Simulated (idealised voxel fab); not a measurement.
process module | voxel self aligned contacts
cross-section cut | 250 nm wide | cells 5 nm
A cross-section is a grid of square cells, given in bands from the top down. A band is one or more rows of cells.
Each band's line starts with the height of the band's top and of its bottom, in nm. Then come its materials from left to right, each with its width in nm. One material with "throughout" fills the band from edge to edge. "air" is empty space.
Height 0 is the level under which the wafer as received is all one material. The lowest band goes on downwards, as in "0 down".
A width such as "30 to 40" changes by the same amount from each row of cells to the next, from the band's top row to its bottom row.
"no change" after a step means that no cell of the cross-section changed.
closed voids: empty space of 8 cells or more with no open way to the top, each as width x height at its distance from the left edge, in nm
after a step's settings: what the simulator itself notes on the step
overlay nm, on a step with a mask: how far to the right of its planned place the mask lay; to the left if negative
plan
1 op RECEIVE | material Si
2 op CONFORMAL_DEP | material SiO2 | thk nm 5
3 op DIRECTIONAL_DEP | material polySi | thk nm 30
4 op DIRECTIONAL_DEP | material SiN | thk nm 20
5 op MASKED_ETCH | tone cover | mask id GATE | width nm 25 | pitch nm 65 | etch materials SiN | depth nm 20 | overlay nm 0
6 op MASKED_ETCH | tone cover | mask id GATE | width nm 25 | pitch nm 65 | etch materials polySi | depth nm 30 | overlay nm 0
7 op CONFORMAL_DEP | material SiN | thk nm 10
8 op DIRECTIONAL_ETCH | etch materials SiN | depth nm 10
9 op FILL_DEP | material SiO2 | thk nm 15
10 op CMP | height nm 60
11 op PATTERN | tone open | mask id CONTACT | material resist | width nm 50 | pitch nm 65 | thk nm 20 | overlay nm 0
12 op DIRECTIONAL_ETCH | etch materials SiO2 | depth nm 60
13 op STRIP | etch materials resist
14 op CONFORMAL_DEP | material TiN | thk nm 5
15 op FILL_DEP | material W | thk nm 5
16 op CMP | height nm 60
17 op CONFORMAL_DEP | material SiN | thk nm 5
first wafer, as planned
as received, after step 1
  0 down: Si throughout
  closed voids: none
after step 2
  5 to 0: SiO2 throughout
  below 0: unchanged
after step 3
  35 to 5: polySi throughout
  below 5: unchanged
after step 4
  55 to 35: SiN throughout
  below 35: unchanged
after step 5
  55 to 35: air 45 | SiN 25 | air 40 | SiN 25 | air 40 | SiN 25 | air 50
  below 35: unchanged
after step 6
  55 to 35: air 45 | SiN 25 | air 40 | SiN 25 | air 40 | SiN 25 | air 50
  35 to 5: air 45 | polySi 25 | air 40 | polySi 25 | air 40 | polySi 25 | air 50
  below 5: unchanged
after step 7
  65 to 35: air 35 | SiN 45 | air 20 | SiN 45 | air 20 | SiN 45 | air 40
  35 to 15: air 35 | SiN 10 | polySi 25 | SiN 10 | air 20 | SiN 10 | polySi 25 | SiN 10 | air 20 | SiN 10 | polySi 25 | SiN 10 | air 40
  15 to 5: SiN 45 | polySi 25 | SiN 40 | polySi 25 | SiN 40 | polySi 25 | SiN 50
  below 5: unchanged
after step 8
  55 to 35: air 35 | SiN 45 | air 20 | SiN 45 | air 20 | SiN 45 | air 40
  35 to 5: air 35 | SiN 10 | polySi 25 | SiN 10 | air 20 | SiN 10 | polySi 25 | SiN 10 | air 20 | SiN 10 | polySi 25 | SiN 10 | air 40
  below 5: unchanged
after step 9
  70 to 55: SiO2 throughout
  55 to 35: SiO2 35 | SiN 45 | SiO2 20 | SiN 45 | SiO2 20 | SiN 45 | SiO2 40
  35 to 5: SiO2 35 | SiN 10 | polySi 25 | SiN 10 | SiO2 20 | SiN 10 | polySi 25 | SiN 10 | SiO2 20 | SiN 10 | polySi 25 | SiN 10 | SiO2 40
  below 5: unchanged
after step 10
  60 to 55: SiO2 throughout
  below 55: unchanged
after step 11
  80 to 60: resist 65 | air 50 | resist 15 | air 50 | resist 70
  below 60: unchanged
after step 12
  80 to 60: resist 65 | air 50 | resist 15 | air 50 | resist 70
  60 to 55: SiO2 65 | air 50 | SiO2 15 | air 50 | SiO2 70
  55 to 35: SiO2 35 | SiN 45 | air 20 | SiN 45 | air 20 | SiN 45 | SiO2 40
  35 to 5: SiO2 35 | SiN 10 | polySi 25 | SiN 10 | air 20 | SiN 10 | polySi 25 | SiN 10 | air 20 | SiN 10 | polySi 25 | SiN 10 | SiO2 40
  5 to 0: SiO2 80 | air 20 | SiO2 45 | air 20 | SiO2 85
  below 0: unchanged
after step 13
  60 to 55: SiO2 65 | air 50 | SiO2 15 | air 50 | SiO2 70
  below 55: unchanged
after step 14
  65 to 60: TiN 70 | air 40 | TiN 25 | air 40 | TiN 75
  60 to 55: SiO2 65 | TiN 20 | air 10 | TiN 20 | SiO2 15 | TiN 20 | air 10 | TiN 20 | SiO2 70
  55 to 35: SiO2 35 | SiN 45 | TiN 5 | air 10 | TiN 5 | SiN 45 | TiN 5 | air 10 | TiN 5 | SiN 45 | SiO2 40
  35 to 5: SiO2 35 | SiN 10 | polySi 25 | SiN 10 | TiN 5 | air 10 | TiN 5 | SiN 10 | polySi 25 | SiN 10 | TiN 5 | air 10 | TiN 5 | SiN 10 | polySi 25 | SiN 10 | SiO2 40
  5 to 0: SiO2 80 | TiN 20 | SiO2 45 | TiN 20 | SiO2 85
  below 0: unchanged
after step 15
  70 to 65: W throughout
  65 to 60: TiN 70 | W 40 | TiN 25 | W 40 | TiN 75
  60 to 55: SiO2 65 | TiN 20 | W 10 | TiN 20 | SiO2 15 | TiN 20 | W 10 | TiN 20 | SiO2 70
  55 to 35: SiO2 35 | SiN 45 | TiN 5 | W 10 | TiN 5 | SiN 45 | TiN 5 | W 10 | TiN 5 | SiN 45 | SiO2 40
  35 to 5: SiO2 35 | SiN 10 | polySi 25 | SiN 10 | TiN 5 | W 10 | TiN 5 | SiN 10 | polySi 25 | SiN 10 | TiN 5 | W 10 | TiN 5 | SiN 10 | polySi 25 | SiN 10 | SiO2 40
  below 5: unchanged
after step 16
  60 to 55: SiO2 65 | TiN 20 | W 10 | TiN 20 | SiO2 15 | TiN 20 | W 10 | TiN 20 | SiO2 70
  below 55: unchanged
after step 17
  65 to 60: SiN throughout
  below 60: unchanged
second wafer: like start, like plan, one mistake. Through step 3 it matches the first wafer
when step 4 should have ended
  75 to 35: SiN throughout
  below 35: unchanged
when step 5 should have ended
  75 to 55: air 45 | SiN 25 | air 40 | SiN 25 | air 40 | SiN 25 | air 50
  below 55: unchanged
when step 6 should have ended: no change
when step 7 should have ended
  85 to 65: air 35 | SiN 45 | air 20 | SiN 45 | air 20 | SiN 45 | air 40
  65 to 35: SiN throughout
  below 35: unchanged
when step 8 should have ended
  75 to 55: air 35 | SiN 45 | air 20 | SiN 45 | air 20 | SiN 45 | air 40
  below 55: unchanged
when step 9 should have ended
  90 to 75: SiO2 throughout
  75 to 55: SiO2 35 | SiN 45 | SiO2 20 | SiN 45 | SiO2 20 | SiN 45 | SiO2 40
  below 55: unchanged
when step 10 should have ended
  60 to 55: SiO2 35 | SiN 45 | SiO2 20 | SiN 45 | SiO2 20 | SiN 45 | SiO2 40
  below 55: unchanged
when step 11 should have ended
  80 to 60: resist 65 | air 50 | resist 15 | air 50 | resist 70
  below 60: unchanged
when step 12 should have ended
  80 to 60: resist 65 | air 50 | resist 15 | air 50 | resist 70
  60 to 55: SiO2 35 | SiN 45 | air 20 | SiN 45 | air 20 | SiN 45 | SiO2 40
  below 55: unchanged
when step 13 should have ended
  60 to 55: SiO2 35 | SiN 45 | air 20 | SiN 45 | air 20 | SiN 45 | SiO2 40
  below 55: unchanged
when step 14 should have ended
  65 to 60: TiN 85 | air 10 | TiN 55 | air 10 | TiN 90
  60 to 55: SiO2 35 | SiN 45 | TiN 20 | SiN 45 | TiN 20 | SiN 45 | SiO2 40
  below 55: unchanged
when step 15 should have ended
  70 to 65: W throughout
  65 to 60: TiN 85 | W 10 | TiN 55 | W 10 | TiN 90
  below 60: unchanged
when step 16 should have ended
  60 to 55: SiO2 35 | SiN 45 | TiN 20 | SiN 45 | TiN 20 | SiN 45 | SiO2 40
  below 55: unchanged
when step 17 should have ended
  65 to 60: SiN throughout
  below 60: unchanged
what went wrong: step 4 was run twice
at the end the second wafer has, in cells: 47 more of SiN | 157 fewer of SiO2 | 56 fewer of TiN | 44 fewer of W | 210 more of polySi
